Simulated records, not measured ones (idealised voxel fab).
The name of this process module is voxel fin reveal.
The figure presents cross-section cut, which has a width of 295 nm and is divided into square cells with an edge length of 5 nm.
Cross-section spec: square-cell grid; bands listed top down; each band is one or more rows.
For a band, the entry starts with two heights in nm, that of the top and then that of the bottom, and carries on with the band's materials in order from left to right, each alongside its width in nm; the word "full width" beside a single material means it fills the band edge to edge, and "blank" means empty space.
Heads up on the height convention: 0 is the point under which the incoming wafer is all one material, and the lowest band has no bottom, it just keeps going down, like "0 nm and below".
Width: "30 to 40" (first number = top row, second number = bottom row, same change from row to row of cells).
Basically "same as before" means that step didn't change any cell in the cross-section.
In "Completely enclosed voids" the enclosed voids are listed, meaning empty spaces of 8 cells or larger without any opening to the top. The form is width x height at distance, distance from the left edge, units nm.
If you see something after the settings on a step's line, that's the simulator's own remark about that step.
The setting "overlay nm" may be written on the line of a step. When the step uses a mask, the value reports how far to the right of the planned place the mask lay, and a negative value reports that it lay to the left.
**Steps planned for the process**
1. RECEIVE [material Si]
2. CONFORMAL_DEP [material SiN] [thk nm 5]
3. PATTERN [tone cover] [mask id FINS] [material resist] [width nm 15] [pitch nm 35] [thk nm 15] [overlay nm 0]
4. DIRECTIONAL_ETCH [etch materials SiN] [depth nm 5]
5. DIRECTIONAL_ETCH [etch materials Si] [depth nm 40]
6. STRIP [etch materials resist]
7. OXIDIZE [depth nm 5]
8. FILL_DEP [material SiO2] [thk nm 5]
9. CMP [height nm 5]
10. SELECTIVE_ETCH [etch materials SiO2] [depth nm 20]
11. STRIP [etch materials SiN]
12. CONFORMAL_DEP [material SiO2] [thk nm 5]
**Wafer, first of two, run as planned**
**Delivered wafer in cross-section: state after step 1**
	0 nm and below: Si full width
	Completely enclosed voids: none
**Cross-section: wafer state after step 2**
	5 nm to 0 nm: SiN full width
	Nothing below the height 0 has changed.
**Cross-section: wafer state after step 3**
	20 nm to 5 nm: blank: 120 | resist: 15 | blank: 20 | resist: 15 | blank: 125
	Nothing below the height 5 has changed.
**Cross-section: wafer state after step 4**
	20 nm to 5 nm: blank: 120 | resist: 15 | blank: 20 | resist: 15 | blank: 125
	5 nm to 0 nm: blank: 120 | SiN: 15 | blank: 20 | SiN: 15 | blank: 125
	Nothing below the height 0 has changed.
**Cross-section: wafer state after step 5**
	20 nm to 5 nm: blank: 120 | resist: 15 | blank: 20 | resist: 15 | blank: 125
	5 nm to 0 nm: blank: 120 | SiN: 15 | blank: 20 | SiN: 15 | blank: 125
	0 nm to -40 nm: blank: 120 | Si: 15 | blank: 20 | Si: 15 | blank: 125
	Nothing below the height -40 has changed.
**Cross-section: wafer state after step 6**
	5 nm to 0 nm: blank: 120 | SiN: 15 | blank: 20 | SiN: 15 | blank: 125
	Nothing below the height 0 has changed.
**Cross-section: wafer state after step 7**
	5 nm to 0 nm: blank: 120 | SiN: 15 | blank: 20 | SiN: 15 | blank: 125
	0 nm to -40 nm: blank: 120 | SiO2: 5 | Si: 5 | SiO2: 5 | blank: 20 | SiO2: 5 | Si: 5 | SiO2: 5 | blank: 125
	-40 nm to -45 nm: SiO2: 125 | Si: 5 | SiO2: 30 | Si: 5 | SiO2: 130
	Nothing below the height -45 has changed.
**Cross-section: wafer state after step 8**
	10 nm to 5 nm: SiO2 full width
	5 nm to 0 nm: SiO2: 120 | SiN: 15 | SiO2: 20 | SiN: 15 | SiO2: 125
	0 nm to -45 nm: SiO2: 125 | Si: 5 | SiO2: 30 | Si: 5 | SiO2: 130
	Nothing below the height -45 has changed.
**Cross-section: wafer state after step 9**
	5 nm to 0 nm: SiO2: 120 | SiN: 15 | SiO2: 20 | SiN: 15 | SiO2: 125
	Nothing below the height 0 has changed.
**Cross-section: wafer state after step 10**
	5 nm to 0 nm: blank: 120 | SiN: 15 | blank: 20 | SiN: 15 | blank: 125
	0 nm to -15 nm: blank: 125 | Si: 5 | blank: 30 | Si: 5 | blank: 130
	Nothing below the height -15 has changed.
**Cross-section: wafer state after step 11**
	0 nm to -15 nm: blank: 125 | Si: 5 | blank: 30 | Si: 5 | blank: 130
	Nothing below the height -15 has changed.
**Cross-section: wafer state after step 12**
	5 nm to 0 nm: blank: 120 | SiO2: 15 | blank: 20 | SiO2: 15 | blank: 125
	0 nm to -10 nm: blank: 120 | SiO2: 5 | Si: 5 | SiO2: 5 | blank: 20 | SiO2: 5 | Si: 5 | SiO2: 5 | blank: 125
	-10 nm to -45 nm: SiO2: 125 | Si: 5 | SiO2: 30 | Si: 5 | SiO2: 130
	Nothing below the height -45 has changed.
**Regarding the second of the two wafers: it shared the first wafer's starting condition and process plan, yet one error occurred during its execution. Its history coincides with that of the first wafer up to and including step 2**
**X-section, second wafer, when step 3 was due to finish**
	20 nm to 5 nm: blank: 125 | resist: 15 | blank: 20 | resist: 15 | blank: 120
	Nothing below the height 5 has changed.
**X-section, second wafer, when step 4 was due to finish**
	20 nm to 5 nm: blank: 125 | resist: 15 | blank: 20 | resist: 15 | blank: 120
	5 nm to 0 nm: blank: 125 | SiN: 15 | blank: 20 | SiN: 15 | blank: 120
	Nothing below the height 0 has changed.
**X-section, second wafer, when step 5 was due to finish**
	20 nm to 5 nm: blank: 125 | resist: 15 | blank: 20 | resist: 15 | blank: 120
	5 nm to 0 nm: blank: 125 | SiN: 15 | blank: 20 | SiN: 15 | blank: 120
	0 nm to -40 nm: blank: 125 | Si: 15 | blank: 20 | Si: 15 | blank: 120
	Nothing below the height -40 has changed.
**X-section, second wafer, when step 6 was due to finish**
	5 nm to 0 nm: blank: 125 | SiN: 15 | blank: 20 | SiN: 15 | blank: 120
	Nothing below the height 0 has changed.
**X-section, second wafer, when step 7 was due to finish**
	5 nm to 0 nm: blank: 125 | SiN: 15 | blank: 20 | SiN: 15 | blank: 120
	0 nm to -40 nm: blank: 125 | SiO2: 5 | Si: 5 | SiO2: 5 | blank: 20 | SiO2: 5 | Si: 5 | SiO2: 5 | blank: 120
	-40 nm to -45 nm: SiO2: 130 | Si: 5 | SiO2: 30 | Si: 5 | SiO2: 125
	Nothing below the height -45 has changed.
**X-section, second wafer, when step 8 was due to finish**
	10 nm to 5 nm: SiO2 full width
	5 nm to 0 nm: SiO2: 125 | SiN: 15 | SiO2: 20 | SiN: 15 | SiO2: 120
	0 nm to -45 nm: SiO2: 130 | Si: 5 | SiO2: 30 | Si: 5 | SiO2: 125
	Nothing below the height -45 has changed.
**X-section, second wafer, when step 9 was due to finish**
	5 nm to 0 nm: SiO2: 125 | SiN: 15 | SiO2: 20 | SiN: 15 | SiO2: 120
	Nothing below the height 0 has changed.
**X-section, second wafer, when step 10 was due to finish**
	5 nm to 0 nm: blank: 125 | SiN: 15 | blank: 20 | SiN: 15 | blank: 120
	0 nm to -15 nm: blank: 130 | Si: 5 | blank: 30 | Si: 5 | blank: 125
	Nothing below the height -15 has changed.
**X-section, second wafer, when step 11 was due to finish**
	0 nm to -15 nm: blank: 130 | Si: 5 | blank: 30 | Si: 5 | blank: 125
	Nothing below the height -15 has changed.
**X-section, second wafer, when step 12 was due to finish**
	5 nm to 0 nm: blank: 125 | SiO2: 15 | blank: 20 | SiO2: 15 | blank: 120
	0 nm to -10 nm: blank: 125 | SiO2: 5 | Si: 5 | SiO2: 5 | blank: 20 | SiO2: 5 | Si: 5 | SiO2: 5 | blank: 120
	-10 nm to -45 nm: SiO2: 130 | Si: 5 | SiO2: 30 | Si: 5 | SiO2: 125
	Nothing below the height -45 has changed.
what went wrong: step 3: run off-plan, actual operation and settings PATTERN [tone cover] [mask id FINS] [material resist] [width nm 15] [pitch nm 35] [thk nm 15] [overlay nm 5]
Final state: per-material cell counts identical on both wafers; locations differ.
